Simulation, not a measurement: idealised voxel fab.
This is a process module. Its name is voxel trench capacitor.
Xsec cut, 290 nm wide, square cell size 5 nm.
Square cells in a grid make up a cross-section in this document, and the grid is given as bands, listed from the top down, each one or more rows of cells.
Per band: top height and bottom height in nm, followed by the left-to-right materials and their widths in nm; "everywhere" marks a single material spanning edge to edge, "empty" marks empty space.
Counting heights begins at 0, where everything beneath is, in the wafer as received, one material. The lowest band has no bottom; it goes on downwards, as "z 0 and below" shows.
The notation "30..40" denotes a width that varies across the rows of cells in the band, beginning at the first number in the top row, finishing at the second number in the bottom row, and changing by an identical amount from each row to the next.
For the purposes of this document, the phrase "no alterations made" attached to a step denotes that no cell within the cross-section was modified by that step.
Voids not open to the top, 8 cells minimum: see "Closed cavity list". Written width x height at distance; distance is from the left edge; nm.
On a step's line, text after the settings is the simulator commenting on that step.
The "overlay nm" setting may appear on a step's line; for a step that uses a mask, it gives how far to the right of its planned position the mask lay, and a negative value indicates the left.
-- The steps planned for the process are as follows
1) RECEIVE, material Si
2) CONFORMAL_DEP, material SiN, thk nm 5
3) DIRECTIONAL_DEP, material aC, thk nm 10
4) PATTERN, tone open, mask id TRENCH, material resist, width nm 30, pitch nm 55, thk nm 25, overlay nm 0
5) DIRECTIONAL_ETCH, etch materials aC, depth nm 10
6) STRIP, etch materials resist
7) DIRECTIONAL_ETCH, etch materials SiN, depth nm 5
8) DIRECTIONAL_ETCH, etch materials Si, depth nm 40
9) STRIP, etch materials aC
10) CONFORMAL_DEP, material HfO2, thk nm 5
11) CONFORMAL_DEP, material TiN, thk nm 5
12) FILL_DEP, material W, thk nm 5
13) CMP, height nm 5
-- Below: the first of two wafers, run as planned
-- As-received state of the wafer in cross-section, equivalent to post-step 1
> z 0 and below: Si everywhere
> Closed cavity list: none
-- Cross-sectional representation of the wafer at the conclusion of step 2
> z 5 to 0: SiN everywhere
> Below 0 it's all the same as before, nothing changed down there.
-- Cross-sectional representation of the wafer at the conclusion of step 3
> z 15 to 5: aC everywhere
> Below 5 it's all the same as before, nothing changed down there.
-- Cross-sectional representation of the wafer at the conclusion of step 4
> z 40 to 15: resist: 45 / empty: 30 / resist: 25 / empty: 30 / resist: 25 / empty: 30 / resist: 25 / empty: 30 / resist: 50
> Below 15 it's all the same as before, nothing changed down there.
-- Cross-sectional representation of the wafer at the conclusion of step 5
> z 30 to 15: resist: 45 / empty: 30 / resist: 25 / empty: 30 / resist: 25 / empty: 30 / resist: 25 / empty: 30 / resist: 50
> z 15 to 5: aC: 45 / empty: 30 / aC: 25 / empty: 30 / aC: 25 / empty: 30 / aC: 25 / empty: 30 / aC: 50
> Below 5 it's all the same as before, nothing changed down there.
-- Cross-sectional representation of the wafer at the conclusion of step 6
> z 15 to 5: aC: 45 / empty: 30 / aC: 25 / empty: 30 / aC: 25 / empty: 30 / aC: 25 / empty: 30 / aC: 50
> Below 5 it's all the same as before, nothing changed down there.
-- Cross-sectional representation of the wafer at the conclusion of step 7
> z 15 to 5: aC: 45 / empty: 30 / aC: 25 / empty: 30 / aC: 25 / empty: 30 / aC: 25 / empty: 30 / aC: 50
> z 5 to 0: SiN: 45 / empty: 30 / SiN: 25 / empty: 30 / SiN: 25 / empty: 30 / SiN: 25 / empty: 30 / SiN: 50
> Below 0 it's all the same as before, nothing changed down there.
-- Cross-sectional representation of the wafer at the conclusion of step 8
> z 15 to 5: aC: 45 / empty: 30 / aC: 25 / empty: 30 / aC: 25 / empty: 30 / aC: 25 / empty: 30 / aC: 50
> z 5 to 0: SiN: 45 / empty: 30 / SiN: 25 / empty: 30 / SiN: 25 / empty: 30 / SiN: 25 / empty: 30 / SiN: 50
> z 0 to -40: Si: 45 / empty: 30 / Si: 25 / empty: 30 / Si: 25 / empty: 30 / Si: 25 / empty: 30 / Si: 50
> Below -40 it's all the same as before, nothing changed down there.
-- Cross-sectional representation of the wafer at the conclusion of step 9
> z 5 to 0: SiN: 45 / empty: 30 / SiN: 25 / empty: 30 / SiN: 25 / empty: 30 / SiN: 25 / empty: 30 / SiN: 50
> Below 0 it's all the same as before, nothing changed down there.
-- Cross-sectional representation of the wafer at the conclusion of step 10
> z 10 to 5: HfO2: 50 / empty: 20 / HfO2: 35 / empty: 20 / HfO2: 35 / empty: 20 / HfO2: 35 / empty: 20 / HfO2: 55
> z 5 to 0: SiN: 45 / HfO2: 5 / empty: 20 / HfO2: 5 / SiN: 25 / HfO2: 5 / empty: 20 / HfO2: 5 / SiN: 25 / HfO2: 5 / empty: 20 / HfO2: 5 / SiN: 25 / HfO2: 5 / empty: 20 / HfO2: 5 / SiN: 50
> z 0 to -35: Si: 45 / HfO2: 5 / empty: 20 / HfO2: 5 / Si: 25 / HfO2: 5 / empty: 20 / HfO2: 5 / Si: 25 / HfO2: 5 / empty: 20 / HfO2: 5 / Si: 25 / HfO2: 5 / empty: 20 / HfO2: 5 / Si: 50
> z -35 to -40: Si: 45 / HfO2: 30 / Si: 25 / HfO2: 30 / Si: 25 / HfO2: 30 / Si: 25 / HfO2: 30 / Si: 50
> Below -40 it's all the same as before, nothing changed down there.
-- Cross-sectional representation of the wafer at the conclusion of step 11
> z 15 to 10: TiN: 55 / empty: 10 / TiN: 45 / empty: 10 / TiN: 45 / empty: 10 / TiN: 45 / empty: 10 / TiN: 60
> z 10 to 5: HfO2: 50 / TiN: 5 / empty: 10 / TiN: 5 / HfO2: 35 / TiN: 5 / empty: 10 / TiN: 5 / HfO2: 35 / TiN: 5 / empty: 10 / TiN: 5 / HfO2: 35 / TiN: 5 / empty: 10 / TiN: 5 / HfO2: 55
> z 5 to 0: SiN: 45 / HfO2: 5 / TiN: 5 / empty: 10 / TiN: 5 / HfO2: 5 / SiN: 25 / HfO2: 5 / TiN: 5 / empty: 10 / TiN: 5 / HfO2: 5 / SiN: 25 / HfO2: 5 / TiN: 5 / empty: 10 / TiN: 5 / HfO2: 5 / SiN: 25 / HfO2: 5 / TiN: 5 / empty: 10 / TiN: 5 / HfO2: 5 / SiN: 50
> z 0 to -30: Si: 45 / HfO2: 5 / TiN: 5 / empty: 10 / TiN: 5 / HfO2: 5 / Si: 25 / HfO2: 5 / TiN: 5 / empty: 10 / TiN: 5 / HfO2: 5 / Si: 25 / HfO2: 5 / TiN: 5 / empty: 10 / TiN: 5 / HfO2: 5 / Si: 25 / HfO2: 5 / TiN: 5 / empty: 10 / TiN: 5 / HfO2: 5 / Si: 50
> z -30 to -35: Si: 45 / HfO2: 5 / TiN: 20 / HfO2: 5 / Si: 25 / HfO2: 5 / TiN: 20 / HfO2: 5 / Si: 25 / HfO2: 5 / TiN: 20 / HfO2: 5 / Si: 25 / HfO2: 5 / TiN: 20 / HfO2: 5 / Si: 50
> Below -35 it's all the same as before, nothing changed down there.
-- Cross-sectional representation of the wafer at the conclusion of step 12
> z 20 to 15: W everywhere
> z 15 to 10: TiN: 55 / W: 10 / TiN: 45 / W: 10 / TiN: 45 / W: 10 / TiN: 45 / W: 10 / TiN: 60
> z 10 to 5: HfO2: 50 / TiN: 5 / W: 10 / TiN: 5 / HfO2: 35 / TiN: 5 / W: 10 / TiN: 5 / HfO2: 35 / TiN: 5 / W: 10 / TiN: 5 / HfO2: 35 / TiN: 5 / W: 10 / TiN: 5 / HfO2: 55
> z 5 to 0: SiN: 45 / HfO2: 5 / TiN: 5 / W: 10 / TiN: 5 / HfO2: 5 / SiN: 25 / HfO2: 5 / TiN: 5 / W: 10 / TiN: 5 / HfO2: 5 / SiN: 25 / HfO2: 5 / TiN: 5 / W: 10 / TiN: 5 / HfO2: 5 / SiN: 25 / HfO2: 5 / TiN: 5 / W: 10 / TiN: 5 / HfO2: 5 / SiN: 50
> z 0 to -30: Si: 45 / HfO2: 5 / TiN: 5 / W: 10 / TiN: 5 / HfO2: 5 / Si: 25 / HfO2: 5 / TiN: 5 / W: 10 / TiN: 5 / HfO2: 5 / Si: 25 / HfO2: 5 / TiN: 5 / W: 10 / TiN: 5 / HfO2: 5 / Si: 25 / HfO2: 5 / TiN: 5 / W: 10 / TiN: 5 / HfO2: 5 / Si: 50
> Below -30 it's all the same as before, nothing changed down there.
-- Cross-sectional representation of the wafer at the conclusion of step 13
> z 5 to 0: SiN: 45 / HfO2: 5 / TiN: 5 / W: 10 / TiN: 5 / HfO2: 5 / SiN: 25 / HfO2: 5 / TiN: 5 / W: 10 / TiN: 5 / HfO2: 5 / SiN: 25 / HfO2: 5 / TiN: 5 / W: 10 / TiN: 5 / HfO2: 5 / SiN: 25 / HfO2: 5 / TiN: 5 / W: 10 / TiN: 5 / HfO2: 5 / SiN: 50
> Below 0 it's all the same as before, nothing changed down there.
-- Wafer two of the pair: same origin, same plan, one error during the run; identical to wafer one up to and including step 3
-- Second wafer at the planned finish of step 4, seen in cross-section
> z 40 to 15: resist: 40 / empty: 40 / resist: 15 / empty: 40 / resist: 15 / empty: 40 / resist: 15 / empty: 40 / resist: 45
> Below 15 it's all the same as before, nothing changed down there.
-- Second wafer at the planned finish of step 5, seen in cross-section
> z 30 to 15: resist: 40 / empty: 40 / resist: 15 / empty: 40 / resist: 15 / empty: 40 / resist: 15 / empty: 40 / resist: 45
> z 15 to 5: aC: 40 / empty: 40 / aC: 15 / empty: 40 / aC: 15 / empty: 40 / aC: 15 / empty: 40 / aC: 45
> Below 5 it's all the same as before, nothing changed down there.
-- Second wafer at the planned finish of step 6, seen in cross-section
> z 15 to 5: aC: 40 / empty: 40 / aC: 15 / empty: 40 / aC: 15 / empty: 40 / aC: 15 / empty: 40 / aC: 45
> Below 5 it's all the same as before, nothing changed down there.
-- Second wafer at the planned finish of step 7, seen in cross-section
> z 15 to 5: aC: 40 / empty: 40 / aC: 15 / empty: 40 / aC: 15 / empty: 40 / aC: 15 / empty: 40 / aC: 45
> z 5 to 0: SiN: 40 / empty: 40 / SiN: 15 / empty: 40 / SiN: 15 / empty: 40 / SiN: 15 / empty: 40 / SiN: 45
> Below 0 it's all the same as before, nothing changed down there.
-- Second wafer at the planned finish of step 8, seen in cross-section
> z 15 to 5: aC: 40 / empty: 40 / aC: 15 / empty: 40 / aC: 15 / empty: 40 / aC: 15 / empty: 40 / aC: 45
> z 5 to 0: SiN: 40 / empty: 40 / SiN: 15 / empty: 40 / SiN: 15 / empty: 40 / SiN: 15 / empty: 40 / SiN: 45
> z 0 to -40: Si: 40 / empty: 40 / Si: 15 / empty: 40 / Si: 15 / empty: 40 / Si: 15 / empty: 40 / Si: 45
> Below -40 it's all the same as before, nothing changed down there.
-- Second wafer at the planned finish of step 9, seen in cross-section
> z 5 to 0: SiN: 40 / empty: 40 / SiN: 15 / empty: 40 / SiN: 15 / empty: 40 / SiN: 15 / empty: 40 / SiN: 45
> Below 0 it's all the same as before, nothing changed down there.
-- Second wafer at the planned finish of step 10, seen in cross-section
> z 10 to 5: HfO2: 45 / empty: 30 / HfO2: 25 / empty: 30 / HfO2: 25 / empty: 30 / HfO2: 25 / empty: 30 / HfO2: 50
> z 5 to 0: SiN: 40 / HfO2: 5 / empty: 30 / HfO2: 5 / SiN: 15 / HfO2: 5 / empty: 30 / HfO2: 5 / SiN: 15 / HfO2: 5 / empty: 30 / HfO2: 5 / SiN: 15 / HfO2: 5 / empty: 30 / HfO2: 5 / SiN: 45
> z 0 to -35: Si: 40 / HfO2: 5 / empty: 30 / HfO2: 5 / Si: 15 / HfO2: 5 / empty: 30 / HfO2: 5 / Si: 15 / HfO2: 5 / empty: 30 / HfO2: 5 / Si: 15 / HfO2: 5 / empty: 30 / HfO2: 5 / Si: 45
> z -35 to -40: Si: 40 / HfO2: 40 / Si: 15 / HfO2: 40 / Si: 15 / HfO2: 40 / Si: 15 / HfO2: 40 / Si: 45
> Below -40 it's all the same as before, nothing changed down there.
-- Second wafer at the planned finish of step 11, seen in cross-section
> z 15 to 10: TiN: 50 / empty: 20 / TiN: 35 / empty: 20 / TiN: 35 / empty: 20 / TiN: 35 / empty: 20 / TiN: 55
> z 10 to 5: HfO2: 45 / TiN: 5 / empty: 20 / TiN: 5 / HfO2: 25 / TiN: 5 / empty: 20 / TiN: 5 / HfO2: 25 / TiN: 5 / empty: 20 / TiN: 5 / HfO2: 25 / TiN: 5 / empty: 20 / TiN: 5 / HfO2: 50
> z 5 to 0: SiN: 40 / HfO2: 5 / TiN: 5 / empty: 20 / TiN: 5 / HfO2: 5 / SiN: 15 / HfO2: 5 / TiN: 5 / empty: 20 / TiN: 5 / HfO2: 5 / SiN: 15 / HfO2: 5 / TiN: 5 / empty: 20 / TiN: 5 / HfO2: 5 / SiN: 15 / HfO2: 5 / TiN: 5 / empty: 20 / TiN: 5 / HfO2: 5 / SiN: 45
> z 0 to -30: Si: 40 / HfO2: 5 / TiN: 5 / empty: 20 / TiN: 5 / HfO2: 5 / Si: 15 / HfO2: 5 / TiN: 5 / empty: 20 / TiN: 5 / HfO2: 5 / Si: 15 / HfO2: 5 / TiN: 5 / empty: 20 / TiN: 5 / HfO2: 5 / Si: 15 / HfO2: 5 / TiN: 5 / empty: 20 / TiN: 5 / HfO2: 5 / Si: 45
> z -30 to -35: Si: 40 / HfO2: 5 / TiN: 30 / HfO2: 5 / Si: 15 / HfO2: 5 / TiN: 30 / HfO2: 5 / Si: 15 / HfO2: 5 / TiN: 30 / HfO2: 5 / Si: 15 / HfO2: 5 / TiN: 30 / HfO2: 5 / Si: 45
> Below -35 it's all the same as before, nothing changed down there.
-- Second wafer at the planned finish of step 12, seen in cross-section
> z 20 to 15: W everywhere
> z 15 to 10: TiN: 50 / W: 20 / TiN: 35 / W: 20 / TiN: 35 / W: 20 / TiN: 35 / W: 20 / TiN: 55
> z 10 to 5: HfO2: 45 / TiN: 5 / W: 20 / TiN: 5 / HfO2: 25 / TiN: 5 / W: 20 / TiN: 5 / HfO2: 25 / TiN: 5 / W: 20 / TiN: 5 / HfO2: 25 / TiN: 5 / W: 20 / TiN: 5 / HfO2: 50
> z 5 to 0: SiN: 40 / HfO2: 5 / TiN: 5 / W: 20 / TiN: 5 / HfO2: 5 / SiN: 15 / HfO2: 5 / TiN: 5 / W: 20 / TiN: 5 / HfO2: 5 / SiN: 15 / HfO2: 5 / TiN: 5 / W: 20 / TiN: 5 / HfO2: 5 / SiN: 15 / HfO2: 5 / TiN: 5 / W: 20 / TiN: 5 / HfO2: 5 / SiN: 45
> z 0 to -30: Si: 40 / HfO2: 5 / TiN: 5 / W: 20 / TiN: 5 / HfO2: 5 / Si: 15 / HfO2: 5 / TiN: 5 / W: 20 / TiN: 5 / HfO2: 5 / Si: 15 / HfO2: 5 / TiN: 5 / W: 20 / TiN: 5 / HfO2: 5 / Si: 15 / HfO2: 5 / TiN: 5 / W: 20 / TiN: 5 / HfO2: 5 / Si: 45
> Below -30 it's all the same as before, nothing changed down there.
-- Second wafer at the planned finish of step 13, seen in cross-section
> z 5 to 0: SiN: 40 / HfO2: 5 / TiN: 5 / W: 20 / TiN: 5 / HfO2: 5 / SiN: 15 / HfO2: 5 / TiN: 5 / W: 20 / TiN: 5 / HfO2: 5 / SiN: 15 / HfO2: 5 / TiN: 5 / W: 20 / TiN: 5 / HfO2: 5 / SiN: 15 / HfO2: 5 / TiN: 5 / W: 20 / TiN: 5 / HfO2: 5 / SiN: 45
> Below 0 it's all the same as before, nothing changed down there.
What broke from the plan during processing? step 4 was run on a setting that differed from the plan, and what really ran there is PATTERN, tone open, mask id TRENCH, material resist, width nm 40, pitch nm 55, thk nm 25, overlay nm 0
Wrapping up, a cell-based count of both wafers puts the second over or under the first for these materials: +8 HfO2, -64 Si, -8 SiN, +8 TiN, +56 W
